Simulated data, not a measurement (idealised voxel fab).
process module | voxel self aligned vias
cross-section cut | 225 nm wide | cells 5 nm
A cross-section is a grid of square cells, given in bands from the top down. A band is one or more rows of cells.
Each band's line starts with the height of the band's top and of its bottom, in nm. Then come its materials from left to right, each with its width in nm. One material with "throughout" fills the band from edge to edge. "air" is empty space.
Height 0 is the level under which the wafer as received is all one material. The lowest band goes on downwards, as in "0 down".
A width such as "30 to 40" changes by the same amount from each row of cells to the next, from the band's top row to its bottom row.
"no change" after a step means that no cell of the cross-section changed.
closed voids: empty space of 8 cells or more with no open way to the top, each as width x height at its distance from the left edge, in nm
after a step's settings: what the simulator itself notes on the step
overlay nm, on a step with a mask: how far to the right of its planned place the mask lay; to the left if negative
plan
1 op RECEIVE | material Si
2 op CONFORMAL_DEP | material SiO2 | thk nm 10
3 op CONFORMAL_DEP | material SiCN | thk nm 5
4 op DIRECTIONAL_DEP | material SiO2 | thk nm 20
5 op MASKED_ETCH | tone open | mask id LINES | width nm 30 | pitch nm 70 | etch materials SiO2 | depth nm 20 | overlay nm 0
6 op CONFORMAL_DEP | material TiN | thk nm 5
7 op FILL_DEP | material W | thk nm 5
8 op CMP | height nm 35
9 op SELECTIVE_ETCH | etch materials W Ru TiN | depth nm 10
10 op FILL_DEP | material SiN | thk nm 5
11 op CMP | height nm 35
12 op DIRECTIONAL_DEP | material SiO2 | thk nm 20
13 op DIRECTIONAL_DEP | material aC | thk nm 10
14 op PATTERN | tone open | mask id VIAS | material resist | width nm 40 | pitch nm 140 | thk nm 25 | overlay nm 0
15 op DIRECTIONAL_ETCH | etch materials aC | depth nm 10
16 op STRIP | etch materials resist
17 op DIRECTIONAL_ETCH | etch materials SiO2 | depth nm 20
18 op DIRECTIONAL_ETCH | etch materials SiN | depth nm 10
19 op STRIP | etch materials aC
20 op CONFORMAL_DEP | material TiN | thk nm 5
21 op FILL_DEP | material Ru | thk nm 5
22 op CMP | height nm 55
23 op CONFORMAL_DEP | material SiCN | thk nm 5
as received, after step 1
  0 down: Si throughout
  closed voids: none
first wafer at the end, as planned
  60 to 55: SiCN throughout
  55 to 40: SiO2 20 | TiN 5 | Ru 30 | TiN 5 | SiO2 100 | TiN 5 | Ru 30 | TiN 5 | SiO2 25
  40 to 35: SiO2 20 | TiN 10 | Ru 20 | TiN 10 | SiO2 100 | TiN 10 | Ru 20 | TiN 10 | SiO2 25
  35 to 30: SiO2 25 | TiN 5 | Ru 20 | TiN 5 | SiO2 40 | SiN 30 | SiO2 40 | TiN 5 | Ru 20 | TiN 5 | SiO2 30
  30 to 25: SiO2 25 | TiN 30 | SiO2 40 | SiN 30 | SiO2 40 | TiN 30 | SiO2 30
  25 to 20: SiO2 25 | TiN 5 | W 20 | TiN 5 | SiO2 40 | TiN 5 | W 20 | TiN 5 | SiO2 40 | TiN 5 | W 20 | TiN 5 | SiO2 30
  20 to 15: SiO2 25 | TiN 30 | SiO2 40 | TiN 30 | SiO2 40 | TiN 30 | SiO2 30
  15 to 10: SiCN throughout
  10 to 0: SiO2 throughout
  0 down: Si throughout
  closed voids: none
second wafer at the end: like start, like plan, one mistake
  60 to 55: SiCN throughout
  55 to 40: SiO2 20 | TiN 5 | Ru 30 | TiN 5 | SiO2 100 | TiN 5 | Ru 30 | TiN 5 | SiO2 25
  40 to 35: SiO2 20 | TiN 40 | SiO2 100 | TiN 40 | SiO2 25
  35 to 25: SiN 20 | TiN 5 | SiO2 30 | TiN 5 | SiN 35 | SiO2 30 | SiN 35 | TiN 5 | SiO2 30 | TiN 5 | SiN 25
  25 to 20: W 20 | TiN 5 | SiO2 30 | TiN 5 | W 30 | TiN 5 | SiO2 30 | TiN 5 | W 30 | TiN 5 | SiO2 30 | TiN 5 | W 25
  20 to 15: TiN 25 | SiO2 30 | TiN 40 | SiO2 30 | TiN 40 | SiO2 30 | TiN 30
  15 to 10: SiCN throughout
  10 to 0: SiO2 throughout
  0 down: Si throughout
  closed voids: none
what went wrong: step 5 ran as: op MASKED_ETCH | tone cover | mask id LINES | width nm 30 | pitch nm 70 | etch materials SiO2 | depth nm 20 | overlay nm 0
at the end the second wafer has, in cells: 16 fewer of Ru | 34 more of SiN | 36 fewer of SiO2 | 9 more of TiN | 9 more of W
